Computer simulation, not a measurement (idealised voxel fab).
You're looking at the process module voxel transistor to metal.
For reference, the cross-section in this document is cut, with width 275 nm and square cells of 5 nm.
Cross-section format: a grid of square cells, given as bands from top to bottom; each band is one or more rows of cells. What a band's entry tells you: where the top is and where the bottom is, as heights in nm, and after that what lies inside, material by material from left to right, each with its width in nm. Empty space is written as the word "empty", and a single material marked with the word "everywhere" occupies the band from edge to edge. A quick word on heights: they are counted from 0, and under that level the wafer as it came to us is one material throughout. The lowest band is different from the rest in having no bottom; it simply continues downward, written as in "z 0 and below". A width such as "30->40" changes by the same amount from each row of cells to the next, from the band's top row to its bottom row. Take "no change" at face value: in the step it is given for, the cross-section changed in none of its cells. Entry "Sealed-off cavities" = empty spaces >= 8 cells with no open way to the top; each as width x height at distance, distance from left edge, all nm. Anything after a step's settings on that line? It's the simulator's own note about the step. When a step includes a mask, the "overlay nm" setting on its line states how far to the right of its planned place that mask lay, and negative values state how far to the left. Everything after this point is organized in pairs: a cross-section before one process step, a cross-section after it that shows only as deep as the lowest changed band, and, under the pair, the intervening step with its settings. Because different runs of this module on the same starting wafer can supply different pairs, a pair continues from the pair above it only if its entry headed "Pre-processing view" says so.
Pre-processing view
    z 35 to 30 = empty: 45; TiN: 25; empty: 15; TiN: 25; empty: 55; TiN: 25; empty: 15; TiN: 25; empty: 45
    z 30 to 25 = TiN: 50; HfO2: 15; TiN: 5; empty: 15; TiN: 5; HfO2: 15; TiN: 65; HfO2: 15; TiN: 5; empty: 15; TiN: 5; HfO2: 15; TiN: 50
    z 25 to 20 = HfO2: 55; SiN: 5; HfO2: 5; TiN: 5; empty: 15; TiN: 5; HfO2: 5; SiN: 5; HfO2: 75; SiN: 5; HfO2: 5; TiN: 5; empty: 15; TiN: 5; HfO2: 5; SiN: 5; HfO2: 55
    z 20 to 5 = SiO2: 55; SiN: 5; HfO2: 5; TiN: 5; empty: 15; TiN: 5; HfO2: 5; SiN: 5; SiO2: 75; SiN: 5; HfO2: 5; TiN: 5; empty: 15; TiN: 5; HfO2: 5; SiN: 5; SiO2: 55
    z 5 to 0 = SiO2: 30; SiN: 5; SiO2: 20; SiN: 5; HfO2: 5; TiN: 25; HfO2: 5; SiN: 5; SiO2: 20; SiN: 5; SiO2: 25; SiN: 5; SiO2: 20; SiN: 5; HfO2: 5; TiN: 25; HfO2: 5; SiN: 5; SiO2: 20; SiN: 5; SiO2: 30
    z 0 to -5 = SiO2: 35; pSi: 20; SiO2: 5; HfO2: 35; SiO2: 5; pSi: 20; SiO2: 35; pSi: 20; SiO2: 5; HfO2: 35; SiO2: 5; pSi: 20; SiO2: 35
    z -5 to -30 = SiO2: 35; Si: 85; SiO2: 35; Si: 85; SiO2: 35
    z -30 and below = Si everywhere
    Sealed-off cavities: none
As Processed
    z 45 to 35 = W everywhere
    z 35 to 30 = W: 45; TiN: 25; W: 15; TiN: 25; W: 55; TiN: 25; W: 15; TiN: 25; W: 45
    z 30 to 25 = TiN: 50; HfO2: 15; TiN: 5; W: 15; TiN: 5; HfO2: 15; TiN: 65; HfO2: 15; TiN: 5; W: 15; TiN: 5; HfO2: 15; TiN: 50
    z 25 to 20 = HfO2: 55; SiN: 5; HfO2: 5; TiN: 5; W: 15; TiN: 5; HfO2: 5; SiN: 5; HfO2: 75; SiN: 5; HfO2: 5; TiN: 5; W: 15; TiN: 5; HfO2: 5; SiN: 5; HfO2: 55
    z 20 to 5 = SiO2: 55; SiN: 5; HfO2: 5; TiN: 5; W: 15; TiN: 5; HfO2: 5; SiN: 5; SiO2: 75; SiN: 5; HfO2: 5; TiN: 5; W: 15; TiN: 5; HfO2: 5; SiN: 5; SiO2: 55
    At heights below 5, the structure remains unaltered.
    Sealed-off cavities: none
The transition between the preceding cross-sections is accomplished by op FILL_DEP | material W | thk nm 10
Pre-processing view: see preceding pair, after cross-section.
As Processed
    z 25 to 20 = HfO2: 55; SiN: 5; HfO2: 5; TiN: 5; W: 15; TiN: 5; HfO2: 5; SiN: 5; HfO2: 75; SiN: 5; HfO2: 5; TiN: 5; W: 15; TiN: 5; HfO2: 5; SiN: 5; HfO2: 55
    At heights below 20, the structure remains unaltered.
    Sealed-off cavities: none
The transition between the preceding cross-sections is accomplished by op CMP | height nm 25
Pre-processing view: see preceding pair, after cross-section.
As Processed
    z 40 to 25 = SiO2 everywhere
    At heights below 25, the structure remains unaltered.
    Sealed-off cavities: none
The transition between the preceding cross-sections is accomplished by op DIRECTIONAL_DEP | material SiO2 | thk nm 15
Pre-processing view: see preceding pair, after cross-section.
As Processed
    z 55 to 40 = aC everywhere
    At heights below 40, the structure remains unaltered.
    Sealed-off cavities: none
The transition between the preceding cross-sections is accomplished by op DIRECTIONAL_DEP | material aC | thk nm 15
Pre-processing view: see preceding pair, after cross-section.
As Processed
    z 85 to 55 = resist: 35; empty: 15; resist: 55; empty: 15; resist: 35; empty: 15; resist: 55; empty: 15; resist: 35
    At heights below 55, the structure remains unaltered.
    Sealed-off cavities: none
The transition between the preceding cross-sections is accomplished by op PATTERN | tone open | mask id CONTACT | material resist | width nm 15 | thk nm 30 | overlay nm 0
Pre-processing view: see preceding pair, after cross-section.
As Processed
    z 70 to 55 = resist: 35; empty: 15; resist: 55; empty: 15; resist: 35; empty: 15; resist: 55; empty: 15; resist: 35
    z 55 to 40 = aC: 35; empty: 15; aC: 55; empty: 15; aC: 35; empty: 15; aC: 55; empty: 15; aC: 35
    At heights below 40, the structure remains unaltered.
    Sealed-off cavities: none
The transition between the preceding cross-sections is accomplished by op DIRECTIONAL_ETCH | etch materials aC | depth nm 15
Pre-processing view: see preceding pair, after cross-section.
As Processed
    z 55 to 40 = aC: 35; empty: 15; aC: 55; empty: 15; aC: 35; empty: 15; aC: 55; empty: 15; aC: 35
    At heights below 40, the structure remains unaltered.
    Sealed-off cavities: none
The transition between the preceding cross-sections is accomplished by op STRIP | etch materials resist
Pre-processing view: see preceding pair, after cross-section.
As Processed
    z 55 to 40 = aC: 35; empty: 15; aC: 55; empty: 15; aC: 35; empty: 15; aC: 55; empty: 15; aC: 35
    z 40 to 25 = SiO2: 35; empty: 15; SiO2: 55; empty: 15; SiO2: 35; empty: 15; SiO2: 55; empty: 15; SiO2: 35
    At heights below 25, the structure remains unaltered.
    Sealed-off cavities: none
The transition between the preceding cross-sections is accomplished by op DIRECTIONAL_ETCH | etch materials SiO2 | depth nm 40
Pre-processing view: see preceding pair, after cross-section.
As Processed
    z 40 to 25 = SiO2: 35; empty: 15; SiO2: 55; empty: 15; SiO2: 35; empty: 15; SiO2: 55; empty: 15; SiO2: 35
    At heights below 25, the structure remains unaltered.
    Sealed-off cavities: none
The transition between the preceding cross-sections is accomplished by op STRIP | etch materials aC
Pre-processing view: see preceding pair, after cross-section.
As Processed
    z 45 to 40 = TiN: 40; empty: 5; TiN: 65; empty: 5; TiN: 45; empty: 5; TiN: 65; empty: 5; TiN: 40
    z 40 to 30 = SiO2: 35; TiN: 5; empty: 5; TiN: 5; SiO2: 55; TiN: 5; empty: 5; TiN: 5; SiO2: 35; TiN: 5; empty: 5; TiN: 5; SiO2: 55; TiN: 5; empty: 5; TiN: 5; SiO2: 35
    z 30 to 25 = SiO2: 35; TiN: 15; SiO2: 55; TiN: 15; SiO2: 35; TiN: 15; SiO2: 55; TiN: 15; SiO2: 35
    At heights below 25, the structure remains unaltered.
    Sealed-off cavities: none
The transition between the preceding cross-sections is accomplished by op CONFORMAL_DEP | material TiN | thk nm 5
Pre-processing view: see preceding pair, after cross-section.
As Processed
    z 50 to 45 = W everywhere
    z 45 to 40 = TiN: 40; W: 5; TiN: 65; W: 5; TiN: 45; W: 5; TiN: 65; W: 5; TiN: 40
    z 40 to 30 = SiO2: 35; TiN: 5; W: 5; TiN: 5; SiO2: 55; TiN: 5; W: 5; TiN: 5; SiO2: 35; TiN: 5; W: 5; TiN: 5; SiO2: 55; TiN: 5; W: 5; TiN: 5; SiO2: 35
    At heights below 30, the structure remains unaltered.
    Sealed-off cavities: none
The transition between the preceding cross-sections is accomplished by op FILL_DEP | material W | thk nm 5
Pre-processing view: see preceding pair, after cross-section.
As Processed
    z 40 to 30 = SiO2: 35; TiN: 5; W: 5; TiN: 5; SiO2: 55; TiN: 5; W: 5; TiN: 5; SiO2: 35; TiN: 5; W: 5; TiN: 5; SiO2: 55; TiN: 5; W: 5; TiN: 5; SiO2: 35
    At heights below 30, the structure remains unaltered.
    Sealed-off cavities: none
The transition between the preceding cross-sections is accomplished by op CMP | height nm 40
Pre-processing view: see preceding pair, after cross-section.
As Processed
    z 45 to 40 = SiN everywhere
    At heights below 40, the structure remains unaltered.
    Sealed-off cavities: none
The transition between the preceding cross-sections is accomplished by op CONFORMAL_DEP | material SiN | thk nm 5
Pre-processing view: see preceding pair, after cross-section.
As Processed
    z 65 to 45 = SiO2 everywhere
    At heights below 45, the structure remains unaltered.
    Sealed-off cavities: none
The transition between the preceding cross-sections is accomplished by op DIRECTIONAL_DEP | material SiO2 | thk nm 20
Pre-processing view: see preceding pair, after cross-section.
As Processed
    z 80 to 65 = resist: 35; empty: 15; resist: 55; empty: 15; resist: 35; empty: 15; resist: 55; empty: 15; resist: 35
    At heights below 65, the structure remains unaltered.
    Sealed-off cavities: none
The transition between the preceding cross-sections is accomplished by op PATTERN | tone open | mask id METAL_1 | material resist | width nm 15 | thk nm 15 | overlay nm 0
Pre-processing view: see preceding pair, after cross-section.
As Processed
    z 80 to 65 = resist: 35; empty: 15; resist: 55; empty: 15; resist: 35; empty: 15; resist: 55; empty: 15; resist: 35
    z 65 to 45 = SiO2: 35; empty: 15; SiO2: 55; empty: 15; SiO2: 35; empty: 15; SiO2: 55; empty: 15; SiO2: 35
    At heights below 45, the structure remains unaltered.
    Sealed-off cavities: none
The transition between the preceding cross-sections is accomplished by op DIRECTIONAL_ETCH | etch materials SiO2 | depth nm 20
Pre-processing view: see preceding pair, after cross-section.
As Processed
    z 80 to 65 = resist: 35; empty: 15; resist: 55; empty: 15; resist: 35; empty: 15; resist: 55; empty: 15; resist: 35
    z 65 to 45 = SiO2: 35; empty: 15; SiO2: 55; empty: 15; SiO2: 35; empty: 15; SiO2: 55; empty: 15; SiO2: 35
    z 45 to 40 = SiN: 35; empty: 15; SiN: 55; empty: 15; SiN: 35; empty: 15; SiN: 55; empty: 15; SiN: 35
    At heights below 40, the structure remains unaltered.
    Sealed-off cavities: none
The transition between the preceding cross-sections is accomplished by op DIRECTIONAL_ETCH | etch materials SiN | depth nm 5
Pre-processing view: see preceding pair, after cross-section.
As Processed
    z 65 to 45 = SiO2: 35; empty: 15; SiO2: 55; empty: 15; SiO2: 35; empty: 15; SiO2: 55; empty: 15; SiO2: 35
    At heights below 45, the structure remains unaltered.
    Sealed-off cavities: none
The transition between the preceding cross-sections is accomplished by op STRIP | etch materials resist
Pre-processing view: see preceding pair, after cross-section.
As Processed
    z 70 to 65 = TiN: 40; empty: 5; TiN: 65; empty: 5; TiN: 45; empty: 5; TiN: 65; empty: 5; TiN: 40
    z 65 to 45 = SiO2: 35; TiN: 5; empty: 5; TiN: 5; SiO2: 55; TiN: 5; empty: 5; TiN: 5; SiO2: 35; TiN: 5; empty: 5; TiN: 5; SiO2: 55; TiN: 5; empty: 5; TiN: 5; SiO2: 35
    z 45 to 40 = SiN: 35; TiN: 15; SiN: 55; TiN: 15; SiN: 35; TiN: 15; SiN: 55; TiN: 15; SiN: 35
    At heights below 40, the structure remains unaltered.
    Sealed-off cavities: none
The transition between the preceding cross-sections is accomplished by op CONFORMAL_DEP | material TiN | thk nm 5
Pre-processing view: see preceding pair, after cross-section.
As Processed
    z 75 to 70 = Cu everywhere
    z 70 to 65 = TiN: 40; Cu: 5; TiN: 65; Cu: 5; TiN: 45; Cu: 5; TiN: 65; Cu: 5; TiN: 40
    z 65 to 45 = SiO2: 35; TiN: 5; Cu: 5; TiN: 5; SiO2: 55; TiN: 5; Cu: 5; TiN: 5; SiO2: 35; TiN: 5; Cu: 5; TiN: 5; SiO2: 55; TiN: 5; Cu: 5; TiN: 5; SiO2: 35
    At heights below 45, the structure remains unaltered.
    Sealed-off cavities: none
The transition between the preceding cross-sections is accomplished by op FILL_DEP | material Cu | thk nm 5
Pre-processing view: see preceding pair, after cross-section.
As Processed
    z 65 to 45 = SiO2: 35; TiN: 5; Cu: 5; TiN: 5; SiO2: 55; TiN: 5; Cu: 5; TiN: 5; SiO2: 35; TiN: 5; Cu: 5; TiN: 5; SiO2: 55; TiN: 5; Cu: 5; TiN: 5; SiO2: 35
    At heights below 45, the structure remains unaltered.
    Sealed-off cavities: none
The transition between the preceding cross-sections is accomplished by op CMP | height nm 65
Pre-processing view: see preceding pair, after cross-section.
As Processed
    z 70 to 65 = SiCN everywhere
    At heights below 65, the structure remains unaltered.
    Sealed-off cavities: none
The transition between the preceding cross-sections is accomplished by op CONFORMAL_DEP | material SiCN | thk nm 5
Pre-processing view: see preceding pair, after cross-section.
As Processed
    z 100 to 70 = lowk everywhere
    At heights below 70, the structure remains unaltered.
    Sealed-off cavities: none
The transition between the preceding cross-sections is accomplished by op DIRECTIONAL_DEP | material lowk | thk nm 30
Pre-processing view: see preceding pair, after cross-section.
As Processed
    z 100 to 80 = lowk: 35; empty: 15; lowk: 105; empty: 15; lowk: 105
    At heights below 80, the structure remains unaltered.
    Sealed-off cavities: none
The transition between the preceding cross-sections is accomplished by op MASKED_ETCH | tone open | mask id METAL_2 | width nm 15 | pitch nm 120 | etch materials lowk | depth nm 20 | overlay nm 0
Pre-processing view: see preceding pair, after cross-section.
As Processed
    z 120 to 100 = resist: 35; empty: 15; resist: 105; empty: 15; resist: 105
    At heights below 100, the structure remains unaltered.
    Sealed-off cavities: none
The transition between the preceding cross-sections is accomplished by op PATTERN | tone open | mask id METAL_2_HOLES | material resist | width nm 15 | pitch nm 120 | thk nm 20 | overlay nm 0
Pre-processing view: see preceding pair, after cross-section.
As Processed
    z 120 to 100 = resist: 35; empty: 15; resist: 105; empty: 15; resist: 105
    z 100 to 70 = lowk: 35; empty: 15; lowk: 105; empty: 15; lowk: 105
    At heights below 70, the structure remains unaltered.
    Sealed-off cavities: none
The transition between the preceding cross-sections is accomplished by op DIRECTIONAL_ETCH | etch materials lowk | depth nm 10
Pre-processing view: see preceding pair, after cross-section.
As Processed
    z 120 to 100 = resist: 35; empty: 15; resist: 105; empty: 15; resist: 105
    z 100 to 70 = lowk: 35; empty: 15; lowk: 105; empty: 15; lowk: 105
    z 70 to 65 = SiCN: 35; empty: 15; SiCN: 105; empty: 15; SiCN: 105
    At heights below 65, the structure remains unaltered.
    Sealed-off cavities: none
The transition between the preceding cross-sections is accomplished by op DIRECTIONAL_ETCH | etch materials SiCN | depth nm 5
Pre-processing view: see preceding pair, after cross-section.
As Processed
    z 100 to 70 = lowk: 35; empty: 15; lowk: 105; empty: 15; lowk: 105
    At heights below 70, the structure remains unaltered.
    Sealed-off cavities: none
The transition between the preceding cross-sections is accomplished by op STRIP | etch materials resist
Pre-processing view: see preceding pair, after cross-section.
As Processed
    z 105 to 100 = TiN: 40; empty: 5; TiN: 115; empty: 5; TiN: 110
    z 100 to 70 = lowk: 35; TiN: 5; empty: 5; TiN: 5; lowk: 105; TiN: 5; empty: 5; TiN: 5; lowk: 105
    z 70 to 65 = SiCN: 35; TiN: 15; SiCN: 105; TiN: 15; SiCN: 105
    At heights below 65, the structure remains unaltered.
    Sealed-off cavities: none
The transition between the preceding cross-sections is accomplished by op CONFORMAL_DEP | material TiN | thk nm 5
Pre-processing view: see preceding pair, after cross-section.
As Processed
    z 115 to 105 = Cu everywhere
    z 105 to 100 = TiN: 40; Cu: 5; TiN: 115; Cu: 5; TiN: 110
    z 100 to 70 = lowk: 35; TiN: 5; Cu: 5; TiN: 5; lowk: 105; TiN: 5; Cu: 5; TiN: 5; lowk: 105
    At heights below 70, the structure remains unaltered.
    Sealed-off cavities: none
The transition between the preceding cross-sections is accomplished by op FILL_DEP | material Cu | thk nm 10
Pre-processing view: see preceding pair, after cross-section.
As Processed
    z 100 to 70 = lowk: 35; TiN: 5; Cu: 5; TiN: 5; lowk: 105; TiN: 5; Cu: 5; TiN: 5; lowk: 105
    At heights below 70, the structure remains unaltered.
    Sealed-off cavities: none
The transition between the preceding cross-sections is accomplished by op CMP | height nm 100
Pre-processing view: see preceding pair, after cross-section.
As Processed
    z 105 to 100 = SiN everywhere
    At heights below 100, the structure remains unaltered.
    Sealed-off cavities: none
The transition between the preceding cross-sections is accomplished by op CONFORMAL_DEP | material SiN | thk nm 5
Pre-processing view
    z 100 to 80 = lowk: 35; empty: 15; lowk: 105; empty: 15; lowk: 105
    z 80 to 70 = lowk everywhere
    z 70 to 65 = SiCN everywhere
    z 65 to 45 = SiO2: 35; TiN: 5; Cu: 5; TiN: 5; SiO2: 55; TiN: 5; Cu: 5; TiN: 5; SiO2: 35; TiN: 5; Cu: 5; TiN: 5; SiO2: 55; TiN: 5; Cu: 5; TiN: 5; SiO2: 35
    z 45 to 40 = SiN: 35; TiN: 15; SiN: 55; TiN: 15; SiN: 35; TiN: 15; SiN: 55; TiN: 15; SiN: 35
    z 40 to 25 = SiO2: 35; TiN: 5; W: 5; TiN: 5; SiO2: 55; TiN: 5; W: 5; TiN: 5; SiO2: 35; TiN: 5; W: 5; TiN: 5; SiO2: 55; TiN: 5; W: 5; TiN: 5; SiO2: 35
    z 25 to 5 = SiO2: 35; TiN: 5; W: 5; TiN: 5; SiO2: 5; SiN: 5; HfO2: 5; TiN: 5; W: 15; TiN: 5; HfO2: 5; SiN: 5; SiO2: 5; TiN: 5; W: 5; TiN: 5; SiO2: 35; TiN: 5; W: 5; TiN: 5; SiO2: 5; SiN: 5; HfO2: 5; TiN: 5; W: 15; TiN: 5; HfO2: 5; SiN: 5; SiO2: 5; TiN: 5; W: 5; TiN: 5; SiO2: 35
    z 5 to 0 = SiO2: 30; SiN: 5; TiN: 15; SiO2: 5; SiN: 5; HfO2: 5; TiN: 25; HfO2: 5; SiN: 5; SiO2: 5; TiN: 15; SiN: 5; SiO2: 25; SiN: 5; TiN: 15; SiO2: 5; SiN: 5; HfO2: 5; TiN: 25; HfO2: 5; SiN: 5; SiO2: 5; TiN: 15; SiN: 5; SiO2: 30
    z 0 to -5 = SiO2: 35; pSi: 20; SiO2: 5; HfO2: 35; SiO2: 5; pSi: 20; SiO2: 35; pSi: 20; SiO2: 5; HfO2: 35; SiO2: 5; pSi: 20; SiO2: 35
    z -5 to -30 = SiO2: 35; Si: 85; SiO2: 35; Si: 85; SiO2: 35
    z -30 and below = Si everywhere
    Sealed-off cavities: none
As Processed
    z 120 to 100 = resist: 35; empty: 20; resist: 100; empty: 20; resist: 100
    At heights below 100, the structure remains unaltered.
    Sealed-off cavities: none
The transition between the preceding cross-sections is accomplished by op PATTERN | tone open | mask id METAL_2_HOLES | material resist | width nm 20 | pitch nm 120 | thk nm 20 | overlay nm 0
Pre-processing view: see preceding pair, after cross-section.
As Processed
    z 120 to 100 = resist: 35; empty: 20; resist: 100; empty: 20; resist: 100
    z 100 to 90 = lowk: 35; empty: 20; lowk: 100; empty: 20; lowk: 100
    z 90 to 70 = lowk: 35; empty: 15; lowk: 105; empty: 15; lowk: 105
    At heights below 70, the structure remains unaltered.
    Sealed-off cavities: none
The transition between the preceding cross-sections is accomplished by op DIRECTIONAL_ETCH | etch materials lowk | depth nm 10
Pre-processing view: see preceding pair, after cross-section.
As Processed
    z 120 to 100 = resist: 35; empty: 20; resist: 100; empty: 20; resist: 100
    z 100 to 90 = lowk: 35; empty: 20; lowk: 100; empty: 20; lowk: 100
    z 90 to 70 = lowk: 35; empty: 15; lowk: 105; empty: 15; lowk: 105
    z 70 to 65 = SiCN: 35; empty: 15; SiCN: 105; empty: 15; SiCN: 105
    At heights below 65, the structure remains unaltered.
    Sealed-off cavities: none
The transition between the preceding cross-sections is accomplished by op DIRECTIONAL_ETCH | etch materials SiCN | depth nm 5
Pre-processing view: see preceding pair, after cross-section.
As Processed
    z 100 to 90 = lowk: 35; empty: 20; lowk: 100; empty: 20; lowk: 100
    At heights below 90, the structure remains unaltered.
    Sealed-off cavities: none
The transition between the preceding cross-sections is accomplished by op STRIP | etch materials resist
Pre-processing view: see preceding pair, after cross-section.
As Processed
    z 105 to 100 = TiN: 40; empty: 10; TiN: 110; empty: 10; TiN: 105
    z 100 to 90 = lowk: 35; TiN: 5; empty: 10->5; TiN: 5->10; lowk: 100; TiN: 5; empty: 10->5; TiN: 5->10; lowk: 100
    z 90 to 70 = lowk: 35; TiN: 5; empty: 5; TiN: 5; lowk: 105; TiN: 5; empty: 5; TiN: 5; lowk: 105
    z 70 to 65 = SiCN: 35; TiN: 15; SiCN: 105; TiN: 15; SiCN: 105
    At heights below 65, the structure remains unaltered.
    Sealed-off cavities: none
The transition between the preceding cross-sections is accomplished by op CONFORMAL_DEP | material TiN | thk nm 5
Pre-processing view: see preceding pair, after cross-section.
As Processed
    z 115 to 105 = Cu everywhere
    z 105 to 100 = TiN: 40; Cu: 10; TiN: 110; Cu: 10; TiN: 105
    z 100 to 90 = lowk: 35; TiN: 5; Cu: 10->5; TiN: 5->10; lowk: 100; TiN: 5; Cu: 10->5; TiN: 5->10; lowk: 100
    z 90 to 70 = lowk: 35; TiN: 5; Cu: 5; TiN: 5; lowk: 105; TiN: 5; Cu: 5; TiN: 5; lowk: 105
    At heights below 70, the structure remains unaltered.
    Sealed-off cavities: none
The transition between the preceding cross-sections is accomplished by op FILL_DEP | material Cu | thk nm 10
Pre-processing view: see preceding pair, after cross-section.
As Processed
    z 100 to 90 = lowk: 35; TiN: 5; Cu: 10->5; TiN: 5->10; lowk: 100; TiN: 5; Cu: 10->5; TiN: 5->10; lowk: 100
    At heights below 90, the structure remains unaltered.
    Sealed-off cavities: none
The transition between the preceding cross-sections is accomplished by op CMP | height nm 100
Pre-processing view: see preceding pair, after cross-section.
As Processed
    z 105 to 100 = SiN everywhere
    At heights below 100, the structure remains unaltered.
    Sealed-off cavities: none
The transition between the preceding cross-sections is accomplished by op CONFORMAL_DEP | material SiN | thk nm 5
Pre-processing view
    z 100 to 80 = lowk: 35; empty: 15; lowk: 105; empty: 15; lowk: 105
    z 80 to 70 = lowk everywhere
    z 70 to 65 = SiCN everywhere
    z 65 to 45 = SiO2: 35; TiN: 5; Cu: 5; TiN: 5; SiO2: 55; TiN: 5; Cu: 5; TiN: 5; SiO2: 35; TiN: 5; Cu: 5; TiN: 5; SiO2: 55; TiN: 5; Cu: 5; TiN: 5; SiO2: 35
    z 45 to 40 = SiN: 35; TiN: 15; SiN: 55; TiN: 15; SiN: 35; TiN: 15; SiN: 55; TiN: 15; SiN: 35
    z 40 to 25 = SiO2: 35; TiN: 5; W: 5; TiN: 5; SiO2: 55; TiN: 5; W: 5; TiN: 5; SiO2: 35; TiN: 5; W: 5; TiN: 5; SiO2: 55; TiN: 5; W: 5; TiN: 5; SiO2: 35
    z 25 to 5 = SiO2: 35; TiN: 5; W: 5; TiN: 5; SiO2: 5; SiN: 5; HfO2: 5; TiN: 5; W: 15; TiN: 5; HfO2: 5; SiN: 5; SiO2: 5; TiN: 5; W: 5; TiN: 5; SiO2: 35; TiN: 5; W: 5; TiN: 5; SiO2: 5; SiN: 5; HfO2: 5; TiN: 5; W: 15; TiN: 5; HfO2: 5; SiN: 5; SiO2: 5; TiN: 5; W: 5; TiN: 5; SiO2: 35
    z 5 to 0 = SiO2: 30; SiN: 5; TiN: 15; SiO2: 5; SiN: 5; HfO2: 5; TiN: 25; HfO2: 5; SiN: 5; SiO2: 5; TiN: 15; SiN: 5; SiO2: 25; SiN: 5; TiN: 15; SiO2: 5; SiN: 5; HfO2: 5; TiN: 25; HfO2: 5; SiN: 5; SiO2: 5; TiN: 15; SiN: 5; SiO2: 30
    z 0 to -5 = SiO2: 35; pSi: 20; SiO2: 5; HfO2: 35; SiO2: 5; pSi: 20; SiO2: 35; pSi: 20; SiO2: 5; HfO2: 35; SiO2: 5; pSi: 20; SiO2: 35
    z -5 to -30 = SiO2: 35; Si: 85; SiO2: 35; Si: 85; SiO2: 35
    z -30 and below = Si everywhere
    Sealed-off cavities: none
As Processed
    z 120 to 100 = resist: 40; empty: 15; resist: 105; empty: 15; resist: 100
    z 100 to 80 = lowk: 35; resist: 5; empty: 10; lowk: 105; resist: 5; empty: 10; lowk: 105
    At heights below 80, the structure remains unaltered.
    Sealed-off cavities: none
The transition between the preceding cross-sections is accomplished by op PATTERN | tone open | mask id METAL_2_HOLES | material resist | width nm 15 | pitch nm 120 | thk nm 20 | overlay nm 5
Pre-processing view: see preceding pair, after cross-section.
As Processed
    z 120 to 100 = resist: 40; empty: 15; resist: 105; empty: 15; resist: 100
    z 100 to 90 = lowk: 35; resist: 5; empty: 15; lowk: 100; resist: 5; empty: 15; lowk: 100
    z 90 to 80 = lowk: 35; resist: 5; empty: 10; lowk: 105; resist: 5; empty: 10; lowk: 105
    z 80 to 70 = lowk: 40; empty: 10; lowk: 110; empty: 10; lowk: 105
    At heights below 70, the structure remains unaltered.
    Sealed-off cavities: none
The transition between the preceding cross-sections is accomplished by op DIRECTIONAL_ETCH | etch materials lowk | depth nm 10
Pre-processing view: see preceding pair, after cross-section.
As Processed
    z 120 to 100 = resist: 40; empty: 15; resist: 105; empty: 15; resist: 100
    z 100 to 90 = lowk: 35; resist: 5; empty: 15; lowk: 100; resist: 5; empty: 15; lowk: 100
    z 90 to 80 = lowk: 35; resist: 5; empty: 10; lowk: 105; resist: 5; empty: 10; lowk: 105
    z 80 to 70 = lowk: 40; empty: 10; lowk: 110; empty: 10; lowk: 105
    z 70 to 65 = SiCN: 40; empty: 10; SiCN: 110; empty: 10; SiCN: 105
    At heights below 65, the structure remains unaltered.
    Sealed-off cavities: none
The transition between the preceding cross-sections is accomplished by op DIRECTIONAL_ETCH | etch materials SiCN | depth nm 5
Pre-processing view: see preceding pair, after cross-section.
As Processed
    z 100 to 90 = lowk: 35; empty: 20; lowk: 100; empty: 20; lowk: 100
    z 90 to 80 = lowk: 35; empty: 15; lowk: 105; empty: 15; lowk: 105
    At heights below 80, the structure remains unaltered.
    Sealed-off cavities: none
The transition between the preceding cross-sections is accomplished by op STRIP | etch materials resist
Pre-processing view: see preceding pair, after cross-section.
As Processed
    z 105 to 100 = TiN: 40; empty: 10; TiN: 110; empty: 10; TiN: 105
    z 100 to 90 = lowk: 35; TiN: 5; empty: 10->5; TiN: 5->10; lowk: 100; TiN: 5; empty: 10->5; TiN: 5->10; lowk: 100
    z 90 to 85 = lowk: 35; TiN: 5; empty: 5; TiN: 5; lowk: 105; TiN: 5; empty: 5; TiN: 5; lowk: 105
    z 85 to 80 = lowk: 35; TiN: 15; lowk: 105; TiN: 15; lowk: 105
    z 80 to 70 = lowk: 40; TiN: 10; lowk: 110; TiN: 10; lowk: 105
    z 70 to 65 = SiCN: 40; TiN: 10; SiCN: 110; TiN: 10; SiCN: 105
    At heights below 65, the structure remains unaltered.
    Sealed-off cavities: none
The transition between the preceding cross-sections is accomplished by op CONFORMAL_DEP | material TiN | thk nm 5
Pre-processing view: see preceding pair, after cross-section.
As Processed
    z 115 to 105 = Cu everywhere
    z 105 to 100 = TiN: 40; Cu: 10; TiN: 110; Cu: 10; TiN: 105
    z 100 to 90 = lowk: 35; TiN: 5; Cu: 10->5; TiN: 5->10; lowk: 100; TiN: 5; Cu: 10->5; TiN: 5->10; lowk: 100
    z 90 to 85 = lowk: 35; TiN: 5; Cu: 5; TiN: 5; lowk: 105; TiN: 5; Cu: 5; TiN: 5; lowk: 105
    At heights below 85, the structure remains unaltered.
    Sealed-off cavities: none
The transition between the preceding cross-sections is accomplished by op FILL_DEP | material Cu | thk nm 10
Pre-processing view: see preceding pair, after cross-section.
As Processed
    z 100 to 90 = lowk: 35; TiN: 5; Cu: 10->5; TiN: 5->10; lowk: 100; TiN: 5; Cu: 10->5; TiN: 5->10; lowk: 100
    At heights below 90, the structure remains unaltered.
    Sealed-off cavities: none
The transition between the preceding cross-sections is accomplished by op CMP | height nm 100
Pre-processing view: see preceding pair, after cross-section.
As Processed
    z 105 to 100 = SiN everywhere
    At heights below 100, the structure remains unaltered.
    Sealed-off cavities: none
The transition between the preceding cross-sections is accomplished by op CONFORMAL_DEP | material SiN | thk nm 5
